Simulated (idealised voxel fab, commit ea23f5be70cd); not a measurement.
The name of this process module is voxel capacitor over wiring.
Section cut is 160 nm wide and gridded with 5 nm square cells.
The cross-sections in this document take the form of a grid made of square cells. They are written out as bands, in order from top to bottom. Each band consists of one or more rows of cells. Basically the band line says how high the top is and how high the bottom is, in nm, and then what's in it from left to right, every material with its width in nm. Empty space shows up as "empty", and if a single material carries "full width" it runs the full band edge to edge. Basically, 0 is our baseline, since under it the wafer straight out of the box is all one material. The bottom band has no lower end and keeps on going down, so it looks like "top 0, no bottom". When a width is written as two numbers, as in "30->40", the first number is the width in the top row of cells of the band and the second is the width in its bottom row, and the width changes by the same amount from each row to the next. "no modification" (step): cross-section cells unchanged, all of them. "Enclosed voids" lists enclosed empty spaces (at least 8 cells, no open path upward to the top), each as width x height at distance from the left edge, in nm. Where a step's line continues beyond its settings, the continuation is a remark by the simulator itself on that step. A step line may carry the setting "overlay nm", which, for steps involving a mask, states the distance by which the mask lay to the right of its intended position; negative values denote displacement to the left.

**Planned step list for the process**
step 1: RECEIVE (material Si)
step 2: CONFORMAL_DEP (material SiO2; thk nm 15)
step 3: DIRECTIONAL_DEP (material TiN; thk nm 5)
step 4: DIRECTIONAL_DEP (material W; thk nm 25)
step 5: DIRECTIONAL_DEP (material aC; thk nm 10)
step 6: PATTERN (tone cover; mask id METAL_1; material resist; width nm 20; pitch nm 70; thk nm 25; overlay nm 0)
step 7: DIRECTIONAL_ETCH (etch materials aC; depth nm 10)
step 8: STRIP (etch materials resist)
step 9: DIRECTIONAL_ETCH (etch materials W; depth nm 25)
step 10: DIRECTIONAL_ETCH (etch materials TiN; depth nm 5)
step 11: STRIP (etch materials aC)
step 12: FILL_DEP (material SiO2; thk nm 5)
step 13: CMP (height nm 45)
step 14: CONFORMAL_DEP (material SiCN; thk nm 5)
step 15: DIRECTIONAL_DEP (material lowk; thk nm 10)
step 16: MASKED_ETCH (tone open; mask id PLUG_1; width nm 15; etch materials lowk; depth nm 10; overlay nm 0)
step 17: MASKED_ETCH (tone open; mask id PLUG_1; width nm 15; etch materials SiCN; depth nm 5; overlay nm 0)
step 18: EPI (material Ru; thk nm 10)
step 19: EPI (material Ru; thk nm 5)
step 20: DIRECTIONAL_DEP (material TiN; thk nm 10)
step 21: DIRECTIONAL_DEP (material SiN; thk nm 5)
step 22: DIRECTIONAL_DEP (material TiN; thk nm 10)
step 23: DIRECTIONAL_DEP (material aC; thk nm 10)
step 24: PATTERN (tone cover; mask id UPPER_PLATE; material resist; width nm 45; thk nm 30; overlay nm 0)
step 25: DIRECTIONAL_ETCH (etch materials aC; depth nm 10)
step 26: STRIP (etch materials resist)
step 27: DIRECTIONAL_ETCH (etch materials TiN; depth nm 10)
step 28: DIRECTIONAL_ETCH (etch materials SiN; depth nm 5)
step 29: STRIP (etch materials aC)
step 30: PATTERN (tone cover; mask id LOWER_PLATE; material resist; width nm 65; thk nm 20; overlay nm 0)
step 31: DIRECTIONAL_ETCH (etch materials TiN; depth nm 10)
step 32: STRIP (etch materials resist)
step 33: FILL_DEP (material SiO2; thk nm 15)
step 34: CMP (height nm 95)
step 35: PATTERN (tone open; mask id PLUG_2; material resist; width nm 15; thk nm 15; overlay nm 0)
step 36: DIRECTIONAL_ETCH (etch materials SiO2; depth nm 10)
step 37: STRIP (etch materials resist)
step 38: CONFORMAL_DEP (material TiN; thk nm 5)
step 39: FILL_DEP (material W; thk nm 10)
step 40: CMP (height nm 95)
step 41: CONFORMAL_DEP (material SiCN; thk nm 5)
The width nm used in step 24 is not the same on every wafer, whereas the starting condition is; the value printed in the plan is the first wafer's.

**As-received state after step 1, first of several wafers, cross-section**
* top 0, no bottom = Si full width
* Enclosed voids: none

**Per-wafer rows below. For each material: cells gained (+) or lost (-) since the wafer was received, as of end of module. Then: closed voids**
width nm 45; +9 Ru; +61 SiCN; +9 SiN; +405 SiO2; +57 TiN; +41 W; +58 lowk; Enclosed voids: none
width nm 50; +9 Ru; +61 SiCN; +10 SiN; +402 SiO2; +59 TiN; +41 W; +58 lowk; Enclosed voids: none
width nm 55; +9 Ru; +61 SiCN; +11 SiN; +399 SiO2; +61 TiN; +41 W; +58 lowk; Enclosed voids: none
width nm 60; +9 Ru; +61 SiCN; +12 SiN; +396 SiO2; +63 TiN; +41 W; +58 lowk; Enclosed voids: none
width nm 65; +9 Ru; +61 SiCN; +13 SiN; +393 SiO2; +65 TiN; +41 W; +58 lowk; Enclosed voids: none
width nm 70; +9 Ru; +61 SiCN; +14 SiN; +390 SiO2; +67 TiN; +41 W; +58 lowk; Enclosed voids: none
